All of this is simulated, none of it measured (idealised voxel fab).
process module | voxel wiring stack
cross-section cut | 210 nm wide | cells 5 nm
A cross-section is a grid of square cells, given in bands from the top down. A band is one or more rows of cells.
Each band's line starts with the height of the band's top and of its bottom, in nm. Then come its materials from left to right, each with its width in nm. One material with "throughout" fills the band from edge to edge. "air" is empty space.
Height 0 is the level under which the wafer as received is all one material. The lowest band goes on downwards, as in "0 down".
A width such as "30 to 40" changes by the same amount from each row of cells to the next, from the band's top row to its bottom row.
"no change" after a step means that no cell of the cross-section changed.
closed voids: empty space of 8 cells or more with no open way to the top, each as width x height at its distance from the left edge, in nm
after a step's settings: what the simulator itself notes on the step
overlay nm, on a step with a mask: how far to the right of its planned place the mask lay; to the left if negative
Each pair below shows a cross-section before one step and the cross-section after it, down to the lowest band that changed. The line under each pair gives the step between them, with its settings. The pairs can come from different runs of this module on the same starting wafer, so a pair continues from the pair above only where its "before" says so.
before
  0 down: Si throughout
  closed voids: none
after
  15 to 0: SiO2 throughout
  below 0: unchanged
  closed voids: none
the step between: op CONFORMAL_DEP | material SiO2 | thk nm 15
before: the cross-section after the pair above
after
  20 to 15: SiN throughout
  below 15: unchanged
  closed voids: none
the step between: op CONFORMAL_DEP | material SiN | thk nm 5
before: the cross-section after the pair above
after
  35 to 20: SiO2 throughout
  below 20: unchanged
  closed voids: none
the step between: op DIRECTIONAL_DEP | material SiO2 | thk nm 15
before: the cross-section after the pair above
after
  55 to 35: resist 65 | air 25 | resist 25 | air 25 | resist 70
  below 35: unchanged
  closed voids: none
the step between: op PATTERN | tone open | mask id METAL_1 | material resist | width nm 25 | pitch nm 50 | thk nm 20 | overlay nm 0
before: the cross-section after the pair above
after
  55 to 35: resist 65 | air 25 | resist 25 | air 25 | resist 70
  35 to 20: SiO2 65 | air 25 | SiO2 25 | air 25 | SiO2 70
  below 20: unchanged
  closed voids: none
the step between: op DIRECTIONAL_ETCH | etch materials SiO2 | depth nm 15
before: the cross-section after the pair above
after
  55 to 35: resist 65 | air 25 | resist 25 | air 25 | resist 70
  35 to 20: SiO2 65 | air 25 | SiO2 25 | air 25 | SiO2 70
  20 to 15: SiN 65 | air 25 | SiN 25 | air 25 | SiN 70
  below 15: unchanged
  closed voids: none
the step between: op DIRECTIONAL_ETCH | etch materials SiN | depth nm 5
before: the cross-section after the pair above
after
  35 to 20: SiO2 65 | air 25 | SiO2 25 | air 25 | SiO2 70
  below 20: unchanged
  closed voids: none
the step between: op STRIP | etch materials resist
before: the cross-section after the pair above
after
  40 to 35: TiN 70 | air 15 | TiN 35 | air 15 | TiN 75
  35 to 20: SiO2 65 | TiN 5 | air 15 | TiN 5 | SiO2 25 | TiN 5 | air 15 | TiN 5 | SiO2 70
  20 to 15: SiN 65 | TiN 25 | SiN 25 | TiN 25 | SiN 70
  below 15: unchanged
  closed voids: none
the step between: op CONFORMAL_DEP | material TiN | thk nm 5
before: the cross-section after the pair above
after
  45 to 40: Cu throughout
  40 to 35: TiN 70 | Cu 15 | TiN 35 | Cu 15 | TiN 75
  35 to 20: SiO2 65 | TiN 5 | Cu 15 | TiN 5 | SiO2 25 | TiN 5 | Cu 15 | TiN 5 | SiO2 70
  below 20: unchanged
  closed voids: none
the step between: op FILL_DEP | material Cu | thk nm 5
before: the cross-section after the pair above
after
  35 to 20: SiO2 65 | TiN 5 | Cu 15 | TiN 5 | SiO2 25 | TiN 5 | Cu 15 | TiN 5 | SiO2 70
  below 20: unchanged
  closed voids: none
the step between: op CMP | height nm 35
before: the cross-section after the pair above
after
  40 to 35: SiCN throughout
  below 35: unchanged
  closed voids: none
the step between: op CONFORMAL_DEP | material SiCN | thk nm 5
before: the cross-section after the pair above
after
  65 to 40: lowk throughout
  below 40: unchanged
  closed voids: none
the step between: op DIRECTIONAL_DEP | material lowk | thk nm 25
before: the cross-section after the pair above
after
  75 to 65: aC throughout
  below 65: unchanged
  closed voids: none
the step between: op DIRECTIONAL_DEP | material aC | thk nm 10
before: the cross-section after the pair above
after
  100 to 75: resist 65 | air 15 | resist 35 | air 15 | resist 80
  below 75: unchanged
  closed voids: none
the step between: op PATTERN | tone open | mask id METAL_2_HOLES | material resist | width nm 15 | pitch nm 50 | thk nm 25 | overlay nm 0
before: the cross-section after the pair above
after
  90 to 75: resist 65 | air 15 | resist 35 | air 15 | resist 80
  75 to 65: aC 65 | air 15 | aC 35 | air 15 | aC 80
  below 65: unchanged
  closed voids: none
the step between: op DIRECTIONAL_ETCH | etch materials aC | depth nm 10
before: the cross-section after the pair above
after
  75 to 65: aC 65 | air 15 | aC 35 | air 15 | aC 80
  below 65: unchanged
  closed voids: none
the step between: op STRIP | etch materials resist
before: the cross-section after the pair above
after
  75 to 65: aC 65 | air 15 | aC 35 | air 15 | aC 80
  65 to 40: lowk 65 | air 15 | lowk 35 | air 15 | lowk 80
  below 40: unchanged
  closed voids: none
the step between: op DIRECTIONAL_ETCH | etch materials lowk | depth nm 25
before: the cross-section after the pair above
after
  65 to 40: lowk 65 | air 15 | lowk 35 | air 15 | lowk 80
  below 40: unchanged
  closed voids: none
the step between: op STRIP | etch materials aC
before: the cross-section after the pair above
after
  85 to 65: resist 65 | air 25 | resist 25 | air 25 | resist 70
  below 65: unchanged
  closed voids: none
the step between: op PATTERN | tone open | mask id METAL_2 | material resist | width nm 25 | pitch nm 50 | thk nm 20 | overlay nm 0
before: the cross-section after the pair above
after
  85 to 65: resist 65 | air 25 | resist 25 | air 25 | resist 70
  65 to 50: lowk 65 | air 25 | lowk 25 | air 25 | lowk 70
  below 50: unchanged
  closed voids: none
the step between: op DIRECTIONAL_ETCH | etch materials lowk | depth nm 15
before: the cross-section after the pair above
after
  85 to 65: resist 65 | air 25 | resist 25 | air 25 | resist 70
  65 to 50: lowk 65 | air 25 | lowk 25 | air 25 | lowk 70
  50 to 40: lowk 65 | air 15 | lowk 35 | air 15 | lowk 80
  40 to 35: SiCN 65 | air 15 | SiCN 35 | air 15 | SiCN 80
  below 35: unchanged
  closed voids: none
the step between: op DIRECTIONAL_ETCH | etch materials SiCN | depth nm 5
before: the cross-section after the pair above
after
  65 to 50: lowk 65 | air 25 | lowk 25 | air 25 | lowk 70
  below 50: unchanged
  closed voids: none
the step between: op STRIP | etch materials resist
before: the cross-section after the pair above
after
  70 to 65: TiN 70 | air 15 | TiN 35 | air 15 | TiN 75
  65 to 55: lowk 65 | TiN 5 | air 15 | TiN 5 | lowk 25 | TiN 5 | air 15 | TiN 5 | lowk 70
  55 to 50: lowk 65 | TiN 5 | air 5 | TiN 15 | lowk 25 | TiN 5 | air 5 | TiN 15 | lowk 70
  50 to 40: lowk 65 | TiN 5 | air 5 | TiN 5 | lowk 35 | TiN 5 | air 5 | TiN 5 | lowk 80
  40 to 35: SiCN 65 | TiN 15 | SiCN 35 | TiN 15 | SiCN 80
  below 35: unchanged
  closed voids: none
the step between: op CONFORMAL_DEP | material TiN | thk nm 5
before: the cross-section after the pair above
after
  75 to 70: Cu throughout
  70 to 65: TiN 70 | Cu 15 | TiN 35 | Cu 15 | TiN 75
  65 to 55: lowk 65 | TiN 5 | Cu 15 | TiN 5 | lowk 25 | TiN 5 | Cu 15 | TiN 5 | lowk 70
  55 to 50: lowk 65 | TiN 5 | Cu 5 | TiN 15 | lowk 25 | TiN 5 | Cu 5 | TiN 15 | lowk 70
  50 to 40: lowk 65 | TiN 5 | Cu 5 | TiN 5 | lowk 35 | TiN 5 | Cu 5 | TiN 5 | lowk 80
  below 40: unchanged
  closed voids: none
the step between: op FILL_DEP | material Cu | thk nm 5
before: the cross-section after the pair above
after
  65 to 55: lowk 65 | TiN 5 | Cu 15 | TiN 5 | lowk 25 | TiN 5 | Cu 15 | TiN 5 | lowk 70
  below 55: unchanged
  closed voids: none
the step between: op CMP | height nm 65
before: the cross-section after the pair above
after
  70 to 65: SiCN throughout
  below 65: unchanged
  closed voids: none
the step between: op CONFORMAL_DEP | material SiCN | thk nm 5
before: the cross-section after the pair above
after
  100 to 70: lowk throughout
  below 70: unchanged
  closed voids: none
the step between: op DIRECTIONAL_DEP | material lowk | thk nm 30
before: the cross-section after the pair above
after
  100 to 85: lowk 65 | air 25 | lowk 25 | air 25 | lowk 70
  below 85: unchanged
  closed voids: none
the step between: op MASKED_ETCH | tone open | mask id METAL_3 | width nm 25 | pitch nm 50 | etch materials lowk | depth nm 15 | overlay nm 0
before: the cross-section after the pair above
after
  115 to 100: aC 65 | air 25 | aC 25 | air 25 | aC 70
  100 to 85: lowk 65 | aC 25 | lowk 25 | aC 25 | lowk 70
  below 85: unchanged
  closed voids: none
the step between: op DIRECTIONAL_DEP | material aC | thk nm 15
before: the cross-section after the pair above
after
  145 to 115: resist 65 | air 15 | resist 35 | air 15 | resist 80
  115 to 100: aC 65 | air 15 | resist 10 | aC 25 | air 15 | resist 10 | aC 70
  below 100: unchanged
  closed voids: none
the step between: op PATTERN | tone open | mask id METAL_3_HOLES | material resist | width nm 15 | pitch nm 50 | thk nm 30 | overlay nm 0
before: the cross-section after the pair above
after
  130 to 115: resist 65 | air 15 | resist 35 | air 15 | resist 80
  115 to 100: aC 65 | air 15 | resist 10 | aC 25 | air 15 | resist 10 | aC 70
  100 to 85: lowk 65 | air 15 | aC 10 | lowk 25 | air 15 | aC 10 | lowk 70
  below 85: unchanged
  closed voids: none
the step between: op DIRECTIONAL_ETCH | etch materials aC | depth nm 15
before: the cross-section after the pair above
after
  115 to 100: aC 65 | air 25 | aC 25 | air 25 | aC 70
  below 100: unchanged
  closed voids: none
the step between: op STRIP | etch materials resist
before: the cross-section after the pair above
after
  115 to 100: aC 65 | air 25 | aC 25 | air 25 | aC 70
  100 to 85: lowk 65 | air 15 | aC 10 | lowk 25 | air 15 | aC 10 | lowk 70
  85 to 70: lowk 65 | air 15 | lowk 35 | air 15 | lowk 80
  below 70: unchanged
  closed voids: none
the step between: op DIRECTIONAL_ETCH | etch materials lowk | depth nm 15
before: the cross-section after the pair above
after
  115 to 100: aC 65 | air 25 | aC 25 | air 25 | aC 70
  100 to 85: lowk 65 | air 15 | aC 10 | lowk 25 | air 15 | aC 10 | lowk 70
  85 to 70: lowk 65 | air 15 | lowk 35 | air 15 | lowk 80
  70 to 65: SiCN 65 | air 15 | SiCN 35 | air 15 | SiCN 80
  below 65: unchanged
  closed voids: none
the step between: op DIRECTIONAL_ETCH | etch materials SiCN | depth nm 5
before: the cross-section after the pair above
after
  100 to 85: lowk 65 | air 25 | lowk 25 | air 25 | lowk 70
  below 85: unchanged
  closed voids: none
the step between: op STRIP | etch materials aC
before: the cross-section after the pair above
after
  105 to 100: TiN 70 | air 15 | TiN 35 | air 15 | TiN 75
  100 to 90: lowk 65 | TiN 5 | air 15 | TiN 5 | lowk 25 | TiN 5 | air 15 | TiN 5 | lowk 70
  90 to 85: lowk 65 | TiN 5 | air 5 | TiN 15 | lowk 25 | TiN 5 | air 5 | TiN 15 | lowk 70
  85 to 70: lowk 65 | TiN 5 | air 5 | TiN 5 | lowk 35 | TiN 5 | air 5 | TiN 5 | lowk 80
  70 to 65: SiCN 65 | TiN 15 | SiCN 35 | TiN 15 | SiCN 80
  below 65: unchanged
  closed voids: none
the step between: op CONFORMAL_DEP | material TiN | thk nm 5
before: the cross-section after the pair above
after
  115 to 105: Cu throughout
  105 to 100: TiN 70 | Cu 15 | TiN 35 | Cu 15 | TiN 75
  100 to 90: lowk 65 | TiN 5 | Cu 15 | TiN 5 | lowk 25 | TiN 5 | Cu 15 | TiN 5 | lowk 70
  90 to 85: lowk 65 | TiN 5 | Cu 5 | TiN 15 | lowk 25 | TiN 5 | Cu 5 | TiN 15 | lowk 70
  85 to 70: lowk 65 | TiN 5 | Cu 5 | TiN 5 | lowk 35 | TiN 5 | Cu 5 | TiN 5 | lowk 80
  below 70: unchanged
  closed voids: none
the step between: op FILL_DEP | material Cu | thk nm 10
before: the cross-section after the pair above
after
  100 to 90: lowk 65 | TiN 5 | Cu 15 | TiN 5 | lowk 25 | TiN 5 | Cu 15 | TiN 5 | lowk 70
  below 90: unchanged
  closed voids: none
the step between: op CMP | height nm 100
before: the cross-section after the pair above
after
  105 to 100: SiN throughout
  below 100: unchanged
  closed voids: none
the step between: op CONFORMAL_DEP | material SiN | thk nm 5
before
  15 to 0: SiO2 throughout
  0 down: Si throughout
  closed voids: none
after
  30 to 0: SiO2 throughout
  below 0: unchanged
  closed voids: none
the step between: op DIRECTIONAL_DEP | material SiO2 | thk nm 15
before: the cross-section after the pair above
after
  50 to 30: resist 65 | air 25 | resist 25 | air 25 | resist 70
  below 30: unchanged
  closed voids: none
the step between: op PATTERN | tone open | mask id METAL_1 | material resist | width nm 25 | pitch nm 50 | thk nm 20 | overlay nm 0
before: the cross-section after the pair above
after
  50 to 30: resist 65 | air 25 | resist 25 | air 25 | resist 70
  30 to 15: SiO2 65 | air 25 | SiO2 25 | air 25 | SiO2 70
  below 15: unchanged
  closed voids: none
the step between: op DIRECTIONAL_ETCH | etch materials SiO2 | depth nm 15
before: the cross-section after the pair above
after
  30 to 15: SiO2 65 | air 25 | SiO2 25 | air 25 | SiO2 70
  below 15: unchanged
  closed voids: none
the step between: op STRIP | etch materials resist
before: the cross-section after the pair above
after
  35 to 30: TiN 70 | air 15 | TiN 35 | air 15 | TiN 75
  30 to 20: SiO2 65 | TiN 5 | air 15 | TiN 5 | SiO2 25 | TiN 5 | air 15 | TiN 5 | SiO2 70
  20 to 15: SiO2 65 | TiN 25 | SiO2 25 | TiN 25 | SiO2 70
  below 15: unchanged
  closed voids: none
the step between: op CONFORMAL_DEP | material TiN | thk nm 5
before: the cross-section after the pair above
after
  40 to 35: Cu throughout
  35 to 30: TiN 70 | Cu 15 | TiN 35 | Cu 15 | TiN 75
  30 to 20: SiO2 65 | TiN 5 | Cu 15 | TiN 5 | SiO2 25 | TiN 5 | Cu 15 | TiN 5 | SiO2 70
  below 20: unchanged
  closed voids: none
the step between: op FILL_DEP | material Cu | thk nm 5
before: the cross-section after the pair above
after
  35 to 30: TiN 70 | Cu 15 | TiN 35 | Cu 15 | TiN 75
  below 30: unchanged
  closed voids: none
the step between: op CMP | height nm 35
before: the cross-section after the pair above
after
  40 to 35: SiCN throughout
  below 35: unchanged
  closed voids: none
the step between: op CONFORMAL_DEP | material SiCN | thk nm 5
before: the cross-section after the pair above
after
  65 to 40: lowk throughout
  below 40: unchanged
  closed voids: none
the step between: op DIRECTIONAL_DEP | material lowk | thk nm 25
before: the cross-section after the pair above
after
  75 to 65: aC throughout
  below 65: unchanged
  closed voids: none
the step between: op DIRECTIONAL_DEP | material aC | thk nm 10
before: the cross-section after the pair above
after
  100 to 75: resist 65 | air 15 | resist 35 | air 15 | resist 80
  below 75: unchanged
  closed voids: none
the step between: op PATTERN | tone open | mask id METAL_2_HOLES | material resist | width nm 15 | pitch nm 50 | thk nm 25 | overlay nm 0
before: the cross-section after the pair above
after
  90 to 75: resist 65 | air 15 | resist 35 | air 15 | resist 80
  75 to 65: aC 65 | air 15 | aC 35 | air 15 | aC 80
  below 65: unchanged
  closed voids: none
the step between: op DIRECTIONAL_ETCH | etch materials aC | depth nm 10
before: the cross-section after the pair above
after
  75 to 65: aC 65 | air 15 | aC 35 | air 15 | aC 80
  below 65: unchanged
  closed voids: none
the step between: op STRIP | etch materials resist
before: the cross-section after the pair above
after
  75 to 65: aC 65 | air 15 | aC 35 | air 15 | aC 80
  65 to 40: lowk 65 | air 15 | lowk 35 | air 15 | lowk 80
  below 40: unchanged
  closed voids: none
the step between: op DIRECTIONAL_ETCH | etch materials lowk | depth nm 25
before: the cross-section after the pair above
after
  65 to 40: lowk 65 | air 15 | lowk 35 | air 15 | lowk 80
  below 40: unchanged
  closed voids: none
the step between: op STRIP | etch materials aC
before: the cross-section after the pair above
after
  85 to 65: resist 65 | air 25 | resist 25 | air 25 | resist 70
  below 65: unchanged
  closed voids: none
the step between: op PATTERN | tone open | mask id METAL_2 | material resist | width nm 25 | pitch nm 50 | thk nm 20 | overlay nm 0
before: the cross-section after the pair above
after
  85 to 65: resist 65 | air 25 | resist 25 | air 25 | resist 70
  65 to 50: lowk 65 | air 25 | lowk 25 | air 25 | lowk 70
  below 50: unchanged
  closed voids: none
the step between: op DIRECTIONAL_ETCH | etch materials lowk | depth nm 15
before: the cross-section after the pair above
after
  85 to 65: resist 65 | air 25 | resist 25 | air 25 | resist 70
  65 to 50: lowk 65 | air 25 | lowk 25 | air 25 | lowk 70
  50 to 40: lowk 65 | air 15 | lowk 35 | air 15 | lowk 80
  40 to 35: SiCN 65 | air 15 | SiCN 35 | air 15 | SiCN 80
  below 35: unchanged
  closed voids: none
the step between: op DIRECTIONAL_ETCH | etch materials SiCN | depth nm 5
before: the cross-section after the pair above
after
  65 to 50: lowk 65 | air 25 | lowk 25 | air 25 | lowk 70
  below 50: unchanged
  closed voids: none
the step between: op STRIP | etch materials resist
before: the cross-section after the pair above
after
  70 to 65: TiN 70 | air 15 | TiN 35 | air 15 | TiN 75
  65 to 55: lowk 65 | TiN 5 | air 15 | TiN 5 | lowk 25 | TiN 5 | air 15 | TiN 5 | lowk 70
  55 to 50: lowk 65 | TiN 5 | air 5 | TiN 15 | lowk 25 | TiN 5 | air 5 | TiN 15 | lowk 70
  50 to 40: lowk 65 | TiN 5 | air 5 | TiN 5 | lowk 35 | TiN 5 | air 5 | TiN 5 | lowk 80
  40 to 35: SiCN 65 | TiN 15 | SiCN 35 | TiN 15 | SiCN 80
  below 35: unchanged
  closed voids: none
the step between: op CONFORMAL_DEP | material TiN | thk nm 5
before: the cross-section after the pair above
after
  75 to 70: Cu throughout
  70 to 65: TiN 70 | Cu 15 | TiN 35 | Cu 15 | TiN 75
  65 to 55: lowk 65 | TiN 5 | Cu 15 | TiN 5 | lowk 25 | TiN 5 | Cu 15 | TiN 5 | lowk 70
  55 to 50: lowk 65 | TiN 5 | Cu 5 | TiN 15 | lowk 25 | TiN 5 | Cu 5 | TiN 15 | lowk 70
  50 to 40: lowk 65 | TiN 5 | Cu 5 | TiN 5 | lowk 35 | TiN 5 | Cu 5 | TiN 5 | lowk 80
  below 40: unchanged
  closed voids: none
the step between: op FILL_DEP | material Cu | thk nm 5
before: the cross-section after the pair above
after
  65 to 55: lowk 65 | TiN 5 | Cu 15 | TiN 5 | lowk 25 | TiN 5 | Cu 15 | TiN 5 | lowk 70
  below 55: unchanged
  closed voids: none
the step between: op CMP | height nm 65
before: the cross-section after the pair above
after
  70 to 65: SiCN throughout
  below 65: unchanged
  closed voids: none
the step between: op CONFORMAL_DEP | material SiCN | thk nm 5
before: the cross-section after the pair above
after
  100 to 70: lowk throughout
  below 70: unchanged
  closed voids: none
the step between: op DIRECTIONAL_DEP | material lowk | thk nm 30
before: the cross-section after the pair above
after
  100 to 85: lowk 65 | air 25 | lowk 25 | air 25 | lowk 70
  below 85: unchanged
  closed voids: none
the step between: op MASKED_ETCH | tone open | mask id METAL_3 | width nm 25 | pitch nm 50 | etch materials lowk | depth nm 15 | overlay nm 0
before: the cross-section after the pair above
after
  115 to 100: aC 65 | air 25 | aC 25 | air 25 | aC 70
  100 to 85: lowk 65 | aC 25 | lowk 25 | aC 25 | lowk 70
  below 85: unchanged
  closed voids: none
the step between: op DIRECTIONAL_DEP | material aC | thk nm 15
before: the cross-section after the pair above
after
  145 to 115: resist 65 | air 15 | resist 35 | air 15 | resist 80
  115 to 100: aC 65 | air 15 | resist 10 | aC 25 | air 15 | resist 10 | aC 70
  below 100: unchanged
  closed voids: none
the step between: op PATTERN | tone open | mask id METAL_3_HOLES | material resist | width nm 15 | pitch nm 50 | thk nm 30 | overlay nm 0
before: the cross-section after the pair above
after
  130 to 115: resist 65 | air 15 | resist 35 | air 15 | resist 80
  115 to 100: aC 65 | air 15 | resist 10 | aC 25 | air 15 | resist 10 | aC 70
  100 to 85: lowk 65 | air 15 | aC 10 | lowk 25 | air 15 | aC 10 | lowk 70
  below 85: unchanged
  closed voids: none
the step between: op DIRECTIONAL_ETCH | etch materials aC | depth nm 15
before: the cross-section after the pair above
after
  115 to 100: aC 65 | air 25 | aC 25 | air 25 | aC 70
  below 100: unchanged
  closed voids: none
the step between: op STRIP | etch materials resist
before: the cross-section after the pair above
after
  115 to 100: aC 65 | air 25 | aC 25 | air 25 | aC 70
  100 to 85: lowk 65 | air 15 | aC 10 | lowk 25 | air 15 | aC 10 | lowk 70
  85 to 70: lowk 65 | air 15 | lowk 35 | air 15 | lowk 80
  below 70: unchanged
  closed voids: none
the step between: op DIRECTIONAL_ETCH | etch materials lowk | depth nm 15
before: the cross-section after the pair above
after
  115 to 100: aC 65 | air 25 | aC 25 | air 25 | aC 70
  100 to 85: lowk 65 | air 15 | aC 10 | lowk 25 | air 15 | aC 10 | lowk 70
  85 to 70: lowk 65 | air 15 | lowk 35 | air 15 | lowk 80
  70 to 65: SiCN 65 | air 15 | SiCN 35 | air 15 | SiCN 80
  below 65: unchanged
  closed voids: none
the step between: op DIRECTIONAL_ETCH | etch materials SiCN | depth nm 5
before: the cross-section after the pair above
after
  100 to 85: lowk 65 | air 25 | lowk 25 | air 25 | lowk 70
  below 85: unchanged
  closed voids: none
the step between: op STRIP | etch materials aC
before: the cross-section after the pair above
after
  105 to 100: TiN 70 | air 15 | TiN 35 | air 15 | TiN 75
  100 to 90: lowk 65 | TiN 5 | air 15 | TiN 5 | lowk 25 | TiN 5 | air 15 | TiN 5 | lowk 70
  90 to 85: lowk 65 | TiN 5 | air 5 | TiN 15 | lowk 25 | TiN 5 | air 5 | TiN 15 | lowk 70
  85 to 70: lowk 65 | TiN 5 | air 5 | TiN 5 | lowk 35 | TiN 5 | air 5 | TiN 5 | lowk 80
  70 to 65: SiCN 65 | TiN 15 | SiCN 35 | TiN 15 | SiCN 80
  below 65: unchanged
  closed voids: none
the step between: op CONFORMAL_DEP | material TiN | thk nm 5
before: the cross-section after the pair above
after
  115 to 105: Cu throughout
  105 to 100: TiN 70 | Cu 15 | TiN 35 | Cu 15 | TiN 75
  100 to 90: lowk 65 | TiN 5 | Cu 15 | TiN 5 | lowk 25 | TiN 5 | Cu 15 | TiN 5 | lowk 70
  90 to 85: lowk 65 | TiN 5 | Cu 5 | TiN 15 | lowk 25 | TiN 5 | Cu 5 | TiN 15 | lowk 70
  85 to 70: lowk 65 | TiN 5 | Cu 5 | TiN 5 | lowk 35 | TiN 5 | Cu 5 | TiN 5 | lowk 80
  below 70: unchanged
  closed voids: none
the step between: op FILL_DEP | material Cu | thk nm 10
before: the cross-section after the pair above
after
  100 to 90: lowk 65 | TiN 5 | Cu 15 | TiN 5 | lowk 25 | TiN 5 | Cu 15 | TiN 5 | lowk 70
  below 90: unchanged
  closed voids: none
the step between: op CMP | height nm 100
before: the cross-section after the pair above
after
  105 to 100: SiN throughout
  below 100: unchanged
  closed voids: none
the step between: op CONFORMAL_DEP | material SiN | thk nm 5
before
  100 to 70: lowk throughout
  70 to 65: SiCN throughout
  65 to 55: lowk 65 | TiN 5 | Cu 15 | TiN 5 | lowk 25 | TiN 5 | Cu 15 | TiN 5 | lowk 70
  55 to 50: lowk 65 | TiN 5 | Cu 5 | TiN 15 | lowk 25 | TiN 5 | Cu 5 | TiN 15 | lowk 70
  50 to 40: lowk 65 | TiN 5 | Cu 5 | TiN 5 | lowk 35 | TiN 5 | Cu 5 | TiN 5 | lowk 80
  40 to 35: SiCN 65 | TiN 15 | SiCN 35 | TiN 15 | SiCN 80
  35 to 20: SiO2 65 | TiN 5 | Cu 15 | TiN 5 | SiO2 25 | TiN 5 | Cu 15 | TiN 5 | SiO2 70
  20 to 15: SiN 65 | TiN 25 | SiN 25 | TiN 25 | SiN 70
  15 to 0: SiO2 throughout
  0 down: Si throughout
  closed voids: none
after
  130 to 70: lowk throughout
  below 70: unchanged
  closed voids: none
the step between: op DIRECTIONAL_DEP | material lowk | thk nm 30
before: the cross-section after the pair above
after
  130 to 115: lowk 65 | air 25 | lowk 25 | air 25 | lowk 70
  below 115: unchanged
  closed voids: none
the step between: op MASKED_ETCH | tone open | mask id METAL_3 | width nm 25 | pitch nm 50 | etch materials lowk | depth nm 15 | overlay nm 0
before: the cross-section after the pair above
after
  145 to 130: aC 65 | air 25 | aC 25 | air 25 | aC 70
  130 to 115: lowk 65 | aC 25 | lowk 25 | aC 25 | lowk 70
  below 115: unchanged
  closed voids: none
the step between: op DIRECTIONAL_DEP | material aC | thk nm 15
before: the cross-section after the pair above
after
  175 to 145: resist 65 | air 15 | resist 35 | air 15 | resist 80
  145 to 130: aC 65 | air 15 | resist 10 | aC 25 | air 15 | resist 10 | aC 70
  below 130: unchanged
  closed voids: none
the step between: op PATTERN | tone open | mask id METAL_3_HOLES | material resist | width nm 15 | pitch nm 50 | thk nm 30 | overlay nm 0
before: the cross-section after the pair above
after
  160 to 145: resist 65 | air 15 | resist 35 | air 15 | resist 80
  145 to 130: aC 65 | air 15 | resist 10 | aC 25 | air 15 | resist 10 | aC 70
  130 to 115: lowk 65 | air 15 | aC 10 | lowk 25 | air 15 | aC 10 | lowk 70
  below 115: unchanged
  closed voids: none
the step between: op DIRECTIONAL_ETCH | etch materials aC | depth nm 15
before: the cross-section after the pair above
after
  145 to 130: aC 65 | air 25 | aC 25 | air 25 | aC 70
  below 130: unchanged
  closed voids: none
the step between: op STRIP | etch materials resist
before: the cross-section after the pair above
after
  145 to 130: aC 65 | air 25 | aC 25 | air 25 | aC 70
  130 to 115: lowk 65 | air 15 | aC 10 | lowk 25 | air 15 | aC 10 | lowk 70
  115 to 100: lowk 65 | air 15 | lowk 35 | air 15 | lowk 80
  below 100: unchanged
  closed voids: none
the step between: op DIRECTIONAL_ETCH | etch materials lowk | depth nm 15
before: the cross-section after the pair above
after
  130 to 115: lowk 65 | air 25 | lowk 25 | air 25 | lowk 70
  below 115: unchanged
  closed voids: none
the step between: op STRIP | etch materials aC
before: the cross-section after the pair above
after
  135 to 130: TiN 70 | air 15 | TiN 35 | air 15 | TiN 75
  130 to 120: lowk 65 | TiN 5 | air 15 | TiN 5 | lowk 25 | TiN 5 | air 15 | TiN 5 | lowk 70
  120 to 115: lowk 65 | TiN 5 | air 5 | TiN 15 | lowk 25 | TiN 5 | air 5 | TiN 15 | lowk 70
  115 to 105: lowk 65 | TiN 5 | air 5 | TiN 5 | lowk 35 | TiN 5 | air 5 | TiN 5 | lowk 80
  105 to 100: lowk 65 | TiN 15 | lowk 35 | TiN 15 | lowk 80
  below 100: unchanged
  closed voids: none
the step between: op CONFORMAL_DEP | material TiN | thk nm 5
before: the cross-section after the pair above
after
  145 to 135: Cu throughout
  135 to 130: TiN 70 | Cu 15 | TiN 35 | Cu 15 | TiN 75
  130 to 120: lowk 65 | TiN 5 | Cu 15 | TiN 5 | lowk 25 | TiN 5 | Cu 15 | TiN 5 | lowk 70
  120 to 115: lowk 65 | TiN 5 | Cu 5 | TiN 15 | lowk 25 | TiN 5 | Cu 5 | TiN 15 | lowk 70
  115 to 105: lowk 65 | TiN 5 | Cu 5 | TiN 5 | lowk 35 | TiN 5 | Cu 5 | TiN 5 | lowk 80
  below 105: unchanged
  closed voids: none
the step between: op FILL_DEP | material Cu | thk nm 10
before: the cross-section after the pair above
after
  100 to 70: lowk throughout
  below 70: unchanged
  closed voids: none
the step between: op CMP | height nm 100
before: the cross-section after the pair above
after
  105 to 100: SiN throughout
  below 100: unchanged
  closed voids: none
the step between: op CONFORMAL_DEP | material SiN | thk nm 5
before
  0 down: Si throughout
  closed voids: none
after
  5 to 0: SiN throughout
  below 0: unchanged
  closed voids: none
the step between: op CONFORMAL_DEP | material SiN | thk nm 5
before: the cross-section after the pair above
after
  20 to 5: SiO2 throughout
  below 5: unchanged
  closed voids: none
the step between: op CONFORMAL_DEP | material SiO2 | thk nm 15
before: the cross-section after the pair above
after
  35 to 5: SiO2 throughout
  below 5: unchanged
  closed voids: none
the step between: op DIRECTIONAL_DEP | material SiO2 | thk nm 15
before: the cross-section after the pair above
after
  55 to 35: resist 65 | air 25 | resist 25 | air 25 | resist 70
  below 35: unchanged
  closed voids: none
the step between: op PATTERN | tone open | mask id METAL_1 | material resist | width nm 25 | pitch nm 50 | thk nm 20 | overlay nm 0
before: the cross-section after the pair above
after
  55 to 35: resist 65 | air 25 | resist 25 | air 25 | resist 70
  35 to 20: SiO2 65 | air 25 | SiO2 25 | air 25 | SiO2 70
  below 20: unchanged
  closed voids: none
the step between: op DIRECTIONAL_ETCH | etch materials SiO2 | depth nm 15
before: the cross-section after the pair above
after
  35 to 20: SiO2 65 | air 25 | SiO2 25 | air 25 | SiO2 70
  below 20: unchanged
  closed voids: none
the step between: op STRIP | etch materials resist
before: the cross-section after the pair above
after
  40 to 35: TiN 70 | air 15 | TiN 35 | air 15 | TiN 75
  35 to 25: SiO2 65 | TiN 5 | air 15 | TiN 5 | SiO2 25 | TiN 5 | air 15 | TiN 5 | SiO2 70
  25 to 20: SiO2 65 | TiN 25 | SiO2 25 | TiN 25 | SiO2 70
  below 20: unchanged
  closed voids: none
the step between: op CONFORMAL_DEP | material TiN | thk nm 5
before: the cross-section after the pair above
after
  45 to 40: Cu throughout
  40 to 35: TiN 70 | Cu 15 | TiN 35 | Cu 15 | TiN 75
  35 to 25: SiO2 65 | TiN 5 | Cu 15 | TiN 5 | SiO2 25 | TiN 5 | Cu 15 | TiN 5 | SiO2 70
  below 25: unchanged
  closed voids: none
the step between: op FILL_DEP | material Cu | thk nm 5
before: the cross-section after the pair above
after
  35 to 25: SiO2 65 | TiN 5 | Cu 15 | TiN 5 | SiO2 25 | TiN 5 | Cu 15 | TiN 5 | SiO2 70
  below 25: unchanged
  closed voids: none
the step between: op CMP | height nm 35
before: the cross-section after the pair above
after
  40 to 35: SiCN throughout
  below 35: unchanged
  closed voids: none
the step between: op CONFORMAL_DEP | material SiCN | thk nm 5
before: the cross-section after the pair above
after
  65 to 40: lowk throughout
  below 40: unchanged
  closed voids: none
the step between: op DIRECTIONAL_DEP | material lowk | thk nm 25
before: the cross-section after the pair above
after
  75 to 65: aC throughout
  below 65: unchanged
  closed voids: none
the step between: op DIRECTIONAL_DEP | material aC | thk nm 10
before: the cross-section after the pair above
after
  100 to 75: resist 65 | air 15 | resist 35 | air 15 | resist 80
  below 75: unchanged
  closed voids: none
the step between: op PATTERN | tone open | mask id METAL_2_HOLES | material resist | width nm 15 | pitch nm 50 | thk nm 25 | overlay nm 0
